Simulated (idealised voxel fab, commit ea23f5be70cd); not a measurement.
process module | voxel wiring stack
cross-section cut | 260 nm wide | cells 5 nm
A cross-section is a grid of square cells, given in bands from the top down. A band is one or more rows of cells.
Each band's line starts with the height of the band's top and of its bottom, in nm. Then come its materials from left to right, each with its width in nm. One material with "throughout" fills the band from edge to edge. "air" is empty space.
Height 0 is the level under which the wafer as received is all one material. The lowest band goes on downwards, as in "0 down".
A width such as "30 to 40" changes by the same amount from each row of cells to the next, from the band's top row to its bottom row.
"no change" after a step means that no cell of the cross-section changed.
closed voids: empty space of 8 cells or more with no open way to the top, each as width x height at its distance from the left edge, in nm
after a step's settings: what the simulator itself notes on the step
overlay nm, on a step with a mask: how far to the right of its planned place the mask lay; to the left if negative
plan
1 op RECEIVE | material Si
2 op CONFORMAL_DEP | material SiO2 | thk nm 10
3 op DIRECTIONAL_DEP | material TiN | thk nm 5
4 op DIRECTIONAL_DEP | material Ru | thk nm 25
5 op MASKED_ETCH | tone cover | mask id METAL_1 | width nm 25 | pitch nm 45 | etch materials Ru | depth nm 25 | overlay nm 0
6 op MASKED_ETCH | tone cover | mask id METAL_1 | width nm 25 | pitch nm 45 | etch materials TiN | depth nm 5 | overlay nm 0
7 op FILL_DEP | material lowk | thk nm 10
8 op CMP | height nm 40
9 op CONFORMAL_DEP | material SiCN | thk nm 5
10 op DIRECTIONAL_DEP | material lowk | thk nm 30
11 op PATTERN | tone open | mask id METAL_2 | material resist | width nm 25 | pitch nm 45 | thk nm 20 | overlay nm 0
12 op DIRECTIONAL_ETCH | etch materials lowk | depth nm 20
13 op STRIP | etch materials resist
14 op PATTERN | tone open | mask id METAL_2_HOLES | material resist | width nm 15 | pitch nm 45 | thk nm 15 | overlay nm 0
15 op DIRECTIONAL_ETCH | etch materials lowk | depth nm 10
16 op DIRECTIONAL_ETCH | etch materials SiCN | depth nm 5
17 op STRIP | etch materials resist
18 op CONFORMAL_DEP | material TiN | thk nm 5
19 op FILL_DEP | material Ru | thk nm 5
20 op CMP | height nm 75
21 op CONFORMAL_DEP | material SiCN | thk nm 5
22 op DIRECTIONAL_DEP | material lowk | thk nm 10
23 op DIRECTIONAL_DEP | material aC | thk nm 10
24 op PATTERN | tone open | mask id PLUG_2 | material resist | width nm 15 | pitch nm 45 | thk nm 30 | overlay nm 0
25 op DIRECTIONAL_ETCH | etch materials aC | depth nm 10
26 op STRIP | etch materials resist
27 op DIRECTIONAL_ETCH | etch materials lowk | depth nm 10
28 op DIRECTIONAL_ETCH | etch materials SiCN | depth nm 5
29 op STRIP | etch materials aC
30 op EPI | material Ru | thk nm 10
31 op EPI | material Ru | thk nm 5
32 op DIRECTIONAL_DEP | material TiN | thk nm 5
33 op DIRECTIONAL_DEP | material W | thk nm 25
34 op PATTERN | tone cover | mask id METAL_3 | material resist | width nm 25 | pitch nm 45 | thk nm 20 | overlay nm 0
35 op DIRECTIONAL_ETCH | etch materials W | depth nm 25
36 op DIRECTIONAL_ETCH | etch materials TiN | depth nm 5
37 op STRIP | etch materials resist
38 op FILL_DEP | material lowk | thk nm 10
39 op CMP | height nm 120
40 op CONFORMAL_DEP | material SiN | thk nm 5
first wafer, as planned
as received, after step 1
  0 down: Si throughout
  closed voids: none
after step 2
  10 to 0: SiO2 throughout
  below 0: unchanged
after step 3
  15 to 10: TiN throughout
  below 10: unchanged
after step 4
  40 to 15: Ru throughout
  below 15: unchanged
after step 5
  40 to 15: air 95 | Ru 25 | air 20 | Ru 25 | air 95
  below 15: unchanged
after step 6
  40 to 15: air 95 | Ru 25 | air 20 | Ru 25 | air 95
  15 to 10: air 95 | TiN 25 | air 20 | TiN 25 | air 95
  below 10: unchanged
after step 7
  50 to 40: lowk throughout
  40 to 15: lowk 95 | Ru 25 | lowk 20 | Ru 25 | lowk 95
  15 to 10: lowk 95 | TiN 25 | lowk 20 | TiN 25 | lowk 95
  below 10: unchanged
after step 8
  40 to 15: lowk 95 | Ru 25 | lowk 20 | Ru 25 | lowk 95
  below 15: unchanged
after step 9
  45 to 40: SiCN throughout
  below 40: unchanged
after step 10
  75 to 45: lowk throughout
  below 45: unchanged
after step 11
  95 to 75: resist 95 | air 25 | resist 20 | air 25 | resist 95
  below 75: unchanged
after step 12
  95 to 75: resist 95 | air 25 | resist 20 | air 25 | resist 95
  75 to 55: lowk 95 | air 25 | lowk 20 | air 25 | lowk 95
  below 55: unchanged
after step 13
  75 to 55: lowk 95 | air 25 | lowk 20 | air 25 | lowk 95
  below 55: unchanged
after step 14
  90 to 75: resist 95 | air 15 | resist 30 | air 15 | resist 105
  75 to 55: lowk 95 | air 15 | resist 10 | lowk 20 | air 15 | resist 10 | lowk 95
  below 55: unchanged
after step 15
  90 to 75: resist 95 | air 15 | resist 30 | air 15 | resist 105
  75 to 55: lowk 95 | air 15 | resist 10 | lowk 20 | air 15 | resist 10 | lowk 95
  55 to 45: lowk 95 | air 15 | lowk 30 | air 15 | lowk 105
  below 45: unchanged
after step 16
  90 to 75: resist 95 | air 15 | resist 30 | air 15 | resist 105
  75 to 55: lowk 95 | air 15 | resist 10 | lowk 20 | air 15 | resist 10 | lowk 95
  55 to 45: lowk 95 | air 15 | lowk 30 | air 15 | lowk 105
  45 to 40: SiCN 95 | air 15 | SiCN 30 | air 15 | SiCN 105
  below 40: unchanged
after step 17
  75 to 55: lowk 95 | air 25 | lowk 20 | air 25 | lowk 95
  below 55: unchanged
after step 18
  80 to 75: TiN 100 | air 15 | TiN 30 | air 15 | TiN 100
  75 to 60: lowk 95 | TiN 5 | air 15 | TiN 5 | lowk 20 | TiN 5 | air 15 | TiN 5 | lowk 95
  60 to 55: lowk 95 | TiN 5 | air 5 | TiN 15 | lowk 20 | TiN 5 | air 5 | TiN 15 | lowk 95
  55 to 45: lowk 95 | TiN 5 | air 5 | TiN 5 | lowk 30 | TiN 5 | air 5 | TiN 5 | lowk 105
  45 to 40: SiCN 95 | TiN 15 | SiCN 30 | TiN 15 | SiCN 105
  below 40: unchanged
after step 19
  85 to 80: Ru throughout
  80 to 75: TiN 100 | Ru 15 | TiN 30 | Ru 15 | TiN 100
  75 to 60: lowk 95 | TiN 5 | Ru 15 | TiN 5 | lowk 20 | TiN 5 | Ru 15 | TiN 5 | lowk 95
  60 to 55: lowk 95 | TiN 5 | Ru 5 | TiN 15 | lowk 20 | TiN 5 | Ru 5 | TiN 15 | lowk 95
  55 to 45: lowk 95 | TiN 5 | Ru 5 | TiN 5 | lowk 30 | TiN 5 | Ru 5 | TiN 5 | lowk 105
  below 45: unchanged
after step 20
  75 to 60: lowk 95 | TiN 5 | Ru 15 | TiN 5 | lowk 20 | TiN 5 | Ru 15 | TiN 5 | lowk 95
  below 60: unchanged
after step 21
  80 to 75: SiCN throughout
  below 75: unchanged
after step 22
  90 to 80: lowk throughout
  below 80: unchanged
after step 23
  100 to 90: aC throughout
  below 90: unchanged
after step 24
  130 to 100: resist 95 | air 15 | resist 30 | air 15 | resist 105
  below 100: unchanged
after step 25
  120 to 100: resist 95 | air 15 | resist 30 | air 15 | resist 105
  100 to 90: aC 95 | air 15 | aC 30 | air 15 | aC 105
  below 90: unchanged
after step 26
  100 to 90: aC 95 | air 15 | aC 30 | air 15 | aC 105
  below 90: unchanged
after step 27
  100 to 90: aC 95 | air 15 | aC 30 | air 15 | aC 105
  90 to 80: lowk 95 | air 15 | lowk 30 | air 15 | lowk 105
  below 80: unchanged
after step 28
  100 to 90: aC 95 | air 15 | aC 30 | air 15 | aC 105
  90 to 80: lowk 95 | air 15 | lowk 30 | air 15 | lowk 105
  80 to 75: SiCN 95 | air 15 | SiCN 30 | air 15 | SiCN 105
  below 75: unchanged
after step 29
  90 to 80: lowk 95 | air 15 | lowk 30 | air 15 | lowk 105
  below 80: unchanged
after step 30
  90 to 85: lowk 95 | air 15 | lowk 30 | air 15 | lowk 105
  85 to 80: lowk 95 | Ru 15 | lowk 30 | Ru 15 | lowk 105
  80 to 75: SiCN 95 | Ru 15 | SiCN 30 | Ru 15 | SiCN 105
  below 75: unchanged
after step 31
  90 to 80: lowk 95 | Ru 15 | lowk 30 | Ru 15 | lowk 105
  below 80: unchanged
after step 32
  95 to 90: TiN throughout
  below 90: unchanged
after step 33
  120 to 95: W throughout
  below 95: unchanged
after step 34
  140 to 120: air 95 | resist 25 | air 20 | resist 25 | air 95
  below 120: unchanged
after step 35
  140 to 120: air 95 | resist 25 | air 20 | resist 25 | air 95
  120 to 95: air 95 | W 25 | air 20 | W 25 | air 95
  below 95: unchanged
after step 36
  140 to 120: air 95 | resist 25 | air 20 | resist 25 | air 95
  120 to 95: air 95 | W 25 | air 20 | W 25 | air 95
  95 to 90: air 95 | TiN 25 | air 20 | TiN 25 | air 95
  below 90: unchanged
after step 37
  120 to 95: air 95 | W 25 | air 20 | W 25 | air 95
  below 95: unchanged
after step 38
  130 to 120: lowk throughout
  120 to 95: lowk 95 | W 25 | lowk 20 | W 25 | lowk 95
  95 to 90: lowk 95 | TiN 25 | lowk 20 | TiN 25 | lowk 95
  below 90: unchanged
after step 39
  120 to 95: lowk 95 | W 25 | lowk 20 | W 25 | lowk 95
  below 95: unchanged
after step 40
  125 to 120: SiN throughout
  below 120: unchanged
second wafer: like start, like plan, one mistake. Through step 20 it matches the first wafer
when step 21 should have ended
  80 to 75: lowk throughout
  below 75: unchanged
when step 22 should have ended
  90 to 75: lowk throughout
  below 75: unchanged
when step 23 should have ended
  100 to 90: aC throughout
  below 90: unchanged
when step 24 should have ended
  130 to 100: resist 95 | air 15 | resist 30 | air 15 | resist 105
  below 100: unchanged
when step 25 should have ended
  120 to 100: resist 95 | air 15 | resist 30 | air 15 | resist 105
  100 to 90: aC 95 | air 15 | aC 30 | air 15 | aC 105
  below 90: unchanged
when step 26 should have ended
  100 to 90: aC 95 | air 15 | aC 30 | air 15 | aC 105
  below 90: unchanged
when step 27 should have ended
  100 to 90: aC 95 | air 15 | aC 30 | air 15 | aC 105
  90 to 80: lowk 95 | air 15 | lowk 30 | air 15 | lowk 105
  below 80: unchanged
when step 28 should have ended: no change
when step 29 should have ended
  90 to 80: lowk 95 | air 15 | lowk 30 | air 15 | lowk 105
  below 80: unchanged
when step 30 should have ended: no change
when step 31 should have ended: no change
when step 32 should have ended
  95 to 90: TiN 95 | air 15 | TiN 30 | air 15 | TiN 105
  90 to 85: lowk 95 | air 15 | lowk 30 | air 15 | lowk 105
  85 to 80: lowk 95 | TiN 15 | lowk 30 | TiN 15 | lowk 105
  below 80: unchanged
when step 33 should have ended
  120 to 110: W 95 | air 15 | W 30 | air 15 | W 105
  110 to 95: W throughout
  95 to 90: TiN 95 | W 15 | TiN 30 | W 15 | TiN 105
  90 to 85: lowk 95 | W 15 | lowk 30 | W 15 | lowk 105
  below 85: unchanged
when step 34 should have ended
  140 to 120: air 95 | resist 25 | air 20 | resist 25 | air 95
  120 to 110: W 95 | resist 15 | W 30 | resist 15 | W 105
  below 110: unchanged
when step 35 should have ended
  140 to 120: air 95 | resist 25 | air 20 | resist 25 | air 95
  120 to 110: air 95 | resist 15 | W 10 | air 20 | resist 15 | W 10 | air 95
  110 to 95: air 95 | W 25 | air 20 | W 25 | air 95
  below 95: unchanged
when step 36 should have ended
  140 to 120: air 95 | resist 25 | air 20 | resist 25 | air 95
  120 to 110: air 95 | resist 15 | W 10 | air 20 | resist 15 | W 10 | air 95
  110 to 95: air 95 | W 25 | air 20 | W 25 | air 95
  95 to 90: air 95 | W 15 | TiN 10 | air 20 | W 15 | TiN 10 | air 95
  below 90: unchanged
when step 37 should have ended
  120 to 110: air 110 | W 10 | air 35 | W 10 | air 95
  below 110: unchanged
when step 38 should have ended
  130 to 120: lowk throughout
  120 to 110: lowk 110 | W 10 | lowk 35 | W 10 | lowk 95
  110 to 95: lowk 95 | W 25 | lowk 20 | W 25 | lowk 95
  95 to 90: lowk 95 | W 15 | TiN 10 | lowk 20 | W 15 | TiN 10 | lowk 95
  below 90: unchanged
when step 39 should have ended
  120 to 110: lowk 110 | W 10 | lowk 35 | W 10 | lowk 95
  below 110: unchanged
when step 40 should have ended
  125 to 120: SiN throughout
  below 120: unchanged
what went wrong: step 21 ran as: op CONFORMAL_DEP | material lowk | thk nm 5
at the end the second wafer has, in cells: 18 fewer of Ru | 46 fewer of SiCN | 64 more of lowk
